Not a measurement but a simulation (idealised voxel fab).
Presented below is a process module, voxel plated lines.
It is cross-section cut that appears here, measuring 295 nm in width, its square cells being 5 nm in size.
Cross-section, as written here: a square-cell grid given band by band from the top down, where a band holds one or more rows of cells.
What a band's entry tells you: where the top is and where the bottom is, as heights in nm, and after that what lies inside, material by material from left to right, each with its width in nm. Empty space is written as the word "air", and a single material marked with the word "edge to edge" occupies the band from edge to edge.
Counting heights begins at 0, where everything beneath is, in the wafer as received, one material. The lowest band has no bottom; it goes on downwards, as "from 0 down" shows.
Top row gets the first number, bottom row gets the second, and each row in between changes by the same step: that is how a band width like "30 to 40" works.
"all unchanged" for a step: no cell of the cross-section changed in that step.
The entry titled "Closed empty spaces" provides the empty spaces that have no open way to the top, restricted to those of 8 cells or more. Each is presented as width x height at distance, the distance being measured from the left edge, with all three in nm.
Past the settings on a step's line: simulator remark, on that step.
Steps that use a mask can have "overlay nm" on their line. It says how far the mask sat to the right of where it was meant to be. Negative means to the left.
The planned process steps are enumerated hereunder:
| 1 | RECEIVE,material Si |
| 2 | CONFORMAL_DEP,material Al2O3,thk nm 10 |
| 3 | DIRECTIONAL_DEP,material TiN,thk nm 5 |
| 4 | PATTERN,tone open,mask id LINES,material resist,width nm 30,pitch nm 60,thk nm 20,overlay nm 0 |
| 5 | EPI,material Ru,thk nm 10 |
| 6 | STRIP,etch materials resist |
| 7 | DIRECTIONAL_ETCH,etch materials TiN,depth nm 5 |
| 8 | CONFORMAL_DEP,material SiN,thk nm 10 |
First of two wafers, processed according to plan:
Here's what the wafer looked like in cross-section when it arrived - that's after step 1:
- from 0 down: Si edge to edge
- Closed empty spaces: none
The following cross-section depicts the wafer upon completion of step 2:
- from 10 to 0: Al2O3 edge to edge
- Lower than 0, everything is as it was.
The following cross-section depicts the wafer upon completion of step 3:
- from 15 to 10: TiN edge to edge
- Lower than 10, everything is as it was.
The following cross-section depicts the wafer upon completion of step 4:
- from 35 to 15: 70 of resist  30 of air  30 of resist  30 of air  30 of resist  30 of air  75 of resist
- Lower than 15, everything is as it was.
The following cross-section depicts the wafer upon completion of step 5:
- from 35 to 25: 70 of resist  30 of air  30 of resist  30 of air  30 of resist  30 of air  75 of resist
- from 25 to 15: 70 of resist  30 of Ru  30 of resist  30 of Ru  30 of resist  30 of Ru  75 of resist
- Lower than 15, everything is as it was.
The following cross-section depicts the wafer upon completion of step 6:
- from 25 to 15: 70 of air  30 of Ru  30 of air  30 of Ru  30 of air  30 of Ru  75 of air
- Lower than 15, everything is as it was.
The following cross-section depicts the wafer upon completion of step 7:
- from 25 to 15: 70 of air  30 of Ru  30 of air  30 of Ru  30 of air  30 of Ru  75 of air
- from 15 to 10: 70 of air  30 of TiN  30 of air  30 of TiN  30 of air  30 of TiN  75 of air
- Lower than 10, everything is as it was.
The following cross-section depicts the wafer upon completion of step 8:
- from 35 to 25: 60 of air  50 of SiN  10 of air  50 of SiN  10 of air  50 of SiN  65 of air
- from 25 to 20: 60 of air  10 of SiN  30 of Ru  10 of SiN  10 of air  10 of SiN  30 of Ru  10 of SiN  10 of air  10 of SiN  30 of Ru  10 of SiN  65 of air
- from 20 to 15: 70 of SiN  30 of Ru  30 of SiN  30 of Ru  30 of SiN  30 of Ru  75 of SiN
- from 15 to 10: 70 of SiN  30 of TiN  30 of SiN  30 of TiN  30 of SiN  30 of TiN  75 of SiN
- Lower than 10, everything is as it was.
Second wafer: like start, like plan, one mistake. Through step 4 it matches the first wafer:
Cross-sectional view of the second wafer at the intended end time of process step 5:
- from 35 to 15: 70 of resist  30 of Ru  30 of resist  30 of Ru  30 of resist  30 of Ru  75 of resist
- Lower than 15, everything is as it was.
Cross-sectional view of the second wafer at the intended end time of process step 6:
- from 35 to 15: 70 of air  30 of Ru  30 of air  30 of Ru  30 of air  30 of Ru  75 of air
- Lower than 15, everything is as it was.
Cross-sectional view of the second wafer at the intended end time of process step 7:
- from 35 to 15: 70 of air  30 of Ru  30 of air  30 of Ru  30 of air  30 of Ru  75 of air
- from 15 to 10: 70 of air  30 of TiN  30 of air  30 of TiN  30 of air  30 of TiN  75 of air
- Lower than 10, everything is as it was.
Cross-sectional view of the second wafer at the intended end time of process step 8:
- from 45 to 35: 60 of air  50 of SiN  10 of air  50 of SiN  10 of air  50 of SiN  65 of air
- from 35 to 20: 60 of air  10 of SiN  30 of Ru  10 of SiN  10 of air  10 of SiN  30 of Ru  10 of SiN  10 of air  10 of SiN  30 of Ru  10 of SiN  65 of air
- from 20 to 15: 70 of SiN  30 of Ru  30 of SiN  30 of Ru  30 of SiN  30 of Ru  75 of SiN
- from 15 to 10: 70 of SiN  30 of TiN  30 of SiN  30 of TiN  30 of SiN  30 of TiN  75 of SiN
- Lower than 10, everything is as it was.
Finding, execution versus plan: step 5 of the plan was performed twice
Final tally in cells, some materials are higher or lower on the second wafer than on the first: Ru +36; SiN +24
